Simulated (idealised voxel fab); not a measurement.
process module | voxel air gaps
Each square cell in cross-section cut measures 5 nm, and the section as a whole is 155 nm wide.
A cross-section is a grid of square cells, given in bands from the top down. A band is one or more rows of cells.
In this notation a band is specified by the heights of its top and bottom, in that order and in nm, after which its materials appear from left to right, each paired with its width in nm. The word "edge to edge" attached to a single material means that material fills the band from edge to edge; the word "air" stands for empty space.
The reference from which all heights are counted is 0, the level beneath which the as-received wafer is entirely one material; the lowest band, having no lower bound, proceeds downward and is written after the example "from 0 down".
Graded width ("30..40"): value in top row of band = first number; value in bottom row = second number; row-to-row change constant.
Step marked "stayed the same"? Then no cell in the cross-section changed in it.
The entry "Closed void catalog" lists the empty spaces that cover at least 8 cells and have no open path to the top. Each is written as width x height at distance, where the distance is measured from the left edge and all three values are in nm.
Step line, after settings: the simulator's comment on this step.
overlay nm: step with mask; distance mask lay right of planned place; negative value = left of planned place.
PROCESS STEPS FORESEEN IN THE PLAN
1. RECEIVE (material Si)
2. CONFORMAL_DEP (material SiO2; thk nm 10)
3. CONFORMAL_DEP (material SiCN; thk nm 5)
4. DIRECTIONAL_DEP (material lowk; thk nm 30)
5. DIRECTIONAL_DEP (material aC; thk nm 10)
6. PATTERN (tone open; mask id LINES; material resist; width nm 20; pitch nm 45; thk nm 25; overlay nm 0)
7. DIRECTIONAL_ETCH (etch materials aC; depth nm 10)
8. STRIP (etch materials resist)
9. DIRECTIONAL_ETCH (etch materials lowk; depth nm 30)
10. STRIP (etch materials aC)
11. CONFORMAL_DEP (material TiN; thk nm 5)
12. FILL_DEP (material Cu; thk nm 5)
13. CMP (height nm 45)
14. EPI (material Ru; thk nm 10)
15. SELECTIVE_ETCH (etch materials lowk; depth nm 40)
16. CONFORMAL_DEP (material SiCN; thk nm 5)
RUN AS PLANNED: FIRST OF TWO WAFERS
WAFER AT RECEIPT (POST STEP 1), CROSS-SECTION
* from 0 down = Si edge to edge
* Closed void catalog: none
WAFER XSEC, POST STEP 2
* from 10 to 0 = SiO2 edge to edge
* Anything lower than 0 is untouched.
WAFER XSEC, POST STEP 3
* from 15 to 10 = SiCN edge to edge
* Anything lower than 10 is untouched.
WAFER XSEC, POST STEP 4
* from 45 to 15 = lowk edge to edge
* Anything lower than 15 is untouched.
WAFER XSEC, POST STEP 5
* from 55 to 45 = aC edge to edge
* Anything lower than 45 is untouched.
WAFER XSEC, POST STEP 6
* from 80 to 55 = 20 nm resist / 20 nm air / 25 nm resist / 20 nm air / 25 nm resist / 20 nm air / 25 nm resist
* Anything lower than 55 is untouched.
WAFER XSEC, POST STEP 7
* from 70 to 55 = 20 nm resist / 20 nm air / 25 nm resist / 20 nm air / 25 nm resist / 20 nm air / 25 nm resist
* from 55 to 45 = 20 nm aC / 20 nm air / 25 nm aC / 20 nm air / 25 nm aC / 20 nm air / 25 nm aC
* Anything lower than 45 is untouched.
WAFER XSEC, POST STEP 8
* from 55 to 45 = 20 nm aC / 20 nm air / 25 nm aC / 20 nm air / 25 nm aC / 20 nm air / 25 nm aC
* Anything lower than 45 is untouched.
WAFER XSEC, POST STEP 9
* from 55 to 45 = 20 nm aC / 20 nm air / 25 nm aC / 20 nm air / 25 nm aC / 20 nm air / 25 nm aC
* from 45 to 15 = 20 nm lowk / 20 nm air / 25 nm lowk / 20 nm air / 25 nm lowk / 20 nm air / 25 nm lowk
* Anything lower than 15 is untouched.
WAFER XSEC, POST STEP 10
* from 45 to 15 = 20 nm lowk / 20 nm air / 25 nm lowk / 20 nm air / 25 nm lowk / 20 nm air / 25 nm lowk
* Anything lower than 15 is untouched.
WAFER XSEC, POST STEP 11
* from 50 to 45 = 25 nm TiN / 10 nm air / 35 nm TiN / 10 nm air / 35 nm TiN / 10 nm air / 30 nm TiN
* from 45 to 20 = 20 nm lowk / 5 nm TiN / 10 nm air / 5 nm TiN / 25 nm lowk / 5 nm TiN / 10 nm air / 5 nm TiN / 25 nm lowk / 5 nm TiN / 10 nm air / 5 nm TiN / 25 nm lowk
* from 20 to 15 = 20 nm lowk / 20 nm TiN / 25 nm lowk / 20 nm TiN / 25 nm lowk / 20 nm TiN / 25 nm lowk
* Anything lower than 15 is untouched.
WAFER XSEC, POST STEP 12
* from 55 to 50 = Cu edge to edge
* from 50 to 45 = 25 nm TiN / 10 nm Cu / 35 nm TiN / 10 nm Cu / 35 nm TiN / 10 nm Cu / 30 nm TiN
* from 45 to 20 = 20 nm lowk / 5 nm TiN / 10 nm Cu / 5 nm TiN / 25 nm lowk / 5 nm TiN / 10 nm Cu / 5 nm TiN / 25 nm lowk / 5 nm TiN / 10 nm Cu / 5 nm TiN / 25 nm lowk
* Anything lower than 20 is untouched.
WAFER XSEC, POST STEP 13
* from 45 to 20 = 20 nm lowk / 5 nm TiN / 10 nm Cu / 5 nm TiN / 25 nm lowk / 5 nm TiN / 10 nm Cu / 5 nm TiN / 25 nm lowk / 5 nm TiN / 10 nm Cu / 5 nm TiN / 25 nm lowk
* Anything lower than 20 is untouched.
WAFER XSEC, POST STEP 14
* from 55 to 45 = 10 nm air / 40 nm Ru / 5 nm air / 40 nm Ru / 5 nm air / 40 nm Ru / 15 nm air
* Anything lower than 45 is untouched.
WAFER XSEC, POST STEP 15
* from 55 to 45 = 10 nm air / 40 nm Ru / 5 nm air / 40 nm Ru / 5 nm air / 40 nm Ru / 15 nm air
* from 45 to 20 = 20 nm air / 5 nm TiN / 10 nm Cu / 5 nm TiN / 25 nm air / 5 nm TiN / 10 nm Cu / 5 nm TiN / 25 nm air / 5 nm TiN / 10 nm Cu / 5 nm TiN / 25 nm air
* from 20 to 15 = 20 nm air / 20 nm TiN / 25 nm air / 20 nm TiN / 25 nm air / 20 nm TiN / 25 nm air
* Anything lower than 15 is untouched.
WAFER XSEC, POST STEP 16
* from 60 to 55 = 5 nm air / 140 nm SiCN / 10 nm air
* from 55 to 45 = 5 nm air / 5 nm SiCN / 40 nm Ru / 5 nm SiCN / 40 nm Ru / 5 nm SiCN / 40 nm Ru / 5 nm SiCN / 10 nm air
* from 45 to 40 = 5 nm air / 15 nm SiCN / 5 nm TiN / 10 nm Cu / 5 nm TiN / 25 nm SiCN / 5 nm TiN / 10 nm Cu / 5 nm TiN / 25 nm SiCN / 5 nm TiN / 10 nm Cu / 5 nm TiN / 15 nm SiCN / 10 nm air
* from 40 to 20 = 15 nm air / 5 nm SiCN / 5 nm TiN / 10 nm Cu / 5 nm TiN / 5 nm SiCN / 15 nm air / 5 nm SiCN / 5 nm TiN / 10 nm Cu / 5 nm TiN / 5 nm SiCN / 15 nm air / 5 nm SiCN / 5 nm TiN / 10 nm Cu / 5 nm TiN / 5 nm SiCN / 20 nm air
* from 20 to 15 = 20 nm SiCN / 20 nm TiN / 25 nm SiCN / 20 nm TiN / 25 nm SiCN / 20 nm TiN / 25 nm SiCN
* Anything lower than 15 is untouched.
* Closed void catalog: 15 x 20 at 45; 15 x 20 at 90
THE SECOND WAFER: IDENTICAL TO THE FIRST AT THE OUTSET AND IN ITS PLANNED SEQUENCE, DIFFERING ONLY IN THAT ONE MISTAKE WAS MADE DURING PROCESSING; UP TO AND INCLUDING STEP 5, ITS PATH IS THE FIRST WAFER'S PATH
SECOND WAFER PROFILE IN SECTION, AT THE MOMENT STEP 6 OF THE PLAN WAS MEANT TO BE COMPLETE
* from 80 to 55 = 25 nm resist / 20 nm air / 25 nm resist / 20 nm air / 25 nm resist / 20 nm air / 20 nm resist
* Anything lower than 55 is untouched.
SECOND WAFER PROFILE IN SECTION, AT THE MOMENT STEP 7 OF THE PLAN WAS MEANT TO BE COMPLETE
* from 70 to 55 = 25 nm resist / 20 nm air / 25 nm resist / 20 nm air / 25 nm resist / 20 nm air / 20 nm resist
* from 55 to 45 = 25 nm aC / 20 nm air / 25 nm aC / 20 nm air / 25 nm aC / 20 nm air / 20 nm aC
* Anything lower than 45 is untouched.
SECOND WAFER PROFILE IN SECTION, AT THE MOMENT STEP 8 OF THE PLAN WAS MEANT TO BE COMPLETE
* from 55 to 45 = 25 nm aC / 20 nm air / 25 nm aC / 20 nm air / 25 nm aC / 20 nm air / 20 nm aC
* Anything lower than 45 is untouched.
SECOND WAFER PROFILE IN SECTION, AT THE MOMENT STEP 9 OF THE PLAN WAS MEANT TO BE COMPLETE
* from 55 to 45 = 25 nm aC / 20 nm air / 25 nm aC / 20 nm air / 25 nm aC / 20 nm air / 20 nm aC
* from 45 to 15 = 25 nm lowk / 20 nm air / 25 nm lowk / 20 nm air / 25 nm lowk / 20 nm air / 20 nm lowk
* Anything lower than 15 is untouched.
SECOND WAFER PROFILE IN SECTION, AT THE MOMENT STEP 10 OF THE PLAN WAS MEANT TO BE COMPLETE
* from 45 to 15 = 25 nm lowk / 20 nm air / 25 nm lowk / 20 nm air / 25 nm lowk / 20 nm air / 20 nm lowk
* Anything lower than 15 is untouched.
SECOND WAFER PROFILE IN SECTION, AT THE MOMENT STEP 11 OF THE PLAN WAS MEANT TO BE COMPLETE
* from 50 to 45 = 30 nm TiN / 10 nm air / 35 nm TiN / 10 nm air / 35 nm TiN / 10 nm air / 25 nm TiN
* from 45 to 20 = 25 nm lowk / 5 nm TiN / 10 nm air / 5 nm TiN / 25 nm lowk / 5 nm TiN / 10 nm air / 5 nm TiN / 25 nm lowk / 5 nm TiN / 10 nm air / 5 nm TiN / 20 nm lowk
* from 20 to 15 = 25 nm lowk / 20 nm TiN / 25 nm lowk / 20 nm TiN / 25 nm lowk / 20 nm TiN / 20 nm lowk
* Anything lower than 15 is untouched.
SECOND WAFER PROFILE IN SECTION, AT THE MOMENT STEP 12 OF THE PLAN WAS MEANT TO BE COMPLETE
* from 55 to 50 = Cu edge to edge
* from 50 to 45 = 30 nm TiN / 10 nm Cu / 35 nm TiN / 10 nm Cu / 35 nm TiN / 10 nm Cu / 25 nm TiN
* from 45 to 20 = 25 nm lowk / 5 nm TiN / 10 nm Cu / 5 nm TiN / 25 nm lowk / 5 nm TiN / 10 nm Cu / 5 nm TiN / 25 nm lowk / 5 nm TiN / 10 nm Cu / 5 nm TiN / 20 nm lowk
* Anything lower than 20 is untouched.
SECOND WAFER PROFILE IN SECTION, AT THE MOMENT STEP 13 OF THE PLAN WAS MEANT TO BE COMPLETE
* from 45 to 20 = 25 nm lowk / 5 nm TiN / 10 nm Cu / 5 nm TiN / 25 nm lowk / 5 nm TiN / 10 nm Cu / 5 nm TiN / 25 nm lowk / 5 nm TiN / 10 nm Cu / 5 nm TiN / 20 nm lowk
* Anything lower than 20 is untouched.
SECOND WAFER PROFILE IN SECTION, AT THE MOMENT STEP 14 OF THE PLAN WAS MEANT TO BE COMPLETE
* from 55 to 45 = 15 nm air / 40 nm Ru / 5 nm air / 40 nm Ru / 5 nm air / 40 nm Ru / 10 nm air
* Anything lower than 45 is untouched.
SECOND WAFER PROFILE IN SECTION, AT THE MOMENT STEP 15 OF THE PLAN WAS MEANT TO BE COMPLETE
* from 55 to 45 = 15 nm air / 40 nm Ru / 5 nm air / 40 nm Ru / 5 nm air / 40 nm Ru / 10 nm air
* from 45 to 20 = 25 nm air / 5 nm TiN / 10 nm Cu / 5 nm TiN / 25 nm air / 5 nm TiN / 10 nm Cu / 5 nm TiN / 25 nm air / 5 nm TiN / 10 nm Cu / 5 nm TiN / 20 nm air
* from 20 to 15 = 25 nm air / 20 nm TiN / 25 nm air / 20 nm TiN / 25 nm air / 20 nm TiN / 20 nm air
* Anything lower than 15 is untouched.
SECOND WAFER PROFILE IN SECTION, AT THE MOMENT STEP 16 OF THE PLAN WAS MEANT TO BE COMPLETE
* from 60 to 55 = 10 nm air / 140 nm SiCN / 5 nm air
* from 55 to 45 = 10 nm air / 5 nm SiCN / 40 nm Ru / 5 nm SiCN / 40 nm Ru / 5 nm SiCN / 40 nm Ru / 5 nm SiCN / 5 nm air
* from 45 to 40 = 10 nm air / 15 nm SiCN / 5 nm TiN / 10 nm Cu / 5 nm TiN / 25 nm SiCN / 5 nm TiN / 10 nm Cu / 5 nm TiN / 25 nm SiCN / 5 nm TiN / 10 nm Cu / 5 nm TiN / 15 nm SiCN / 5 nm air
* from 40 to 20 = 20 nm air / 5 nm SiCN / 5 nm TiN / 10 nm Cu / 5 nm TiN / 5 nm SiCN / 15 nm air / 5 nm SiCN / 5 nm TiN / 10 nm Cu / 5 nm TiN / 5 nm SiCN / 15 nm air / 5 nm SiCN / 5 nm TiN / 10 nm Cu / 5 nm TiN / 5 nm SiCN / 15 nm air
* from 20 to 15 = 25 nm SiCN / 20 nm TiN / 25 nm SiCN / 20 nm TiN / 25 nm SiCN / 20 nm TiN / 20 nm SiCN
* Anything lower than 15 is untouched.
* Closed void catalog: 15 x 20 at 50; 15 x 20 at 95
Processing error: step 6: run off-plan, actual operation and settings PATTERN (tone open; mask id LINES; material resist; width nm 20; pitch nm 45; thk nm 25; overlay nm 5)
Final wafers compared: equal cell tally per material, rearranged layout.
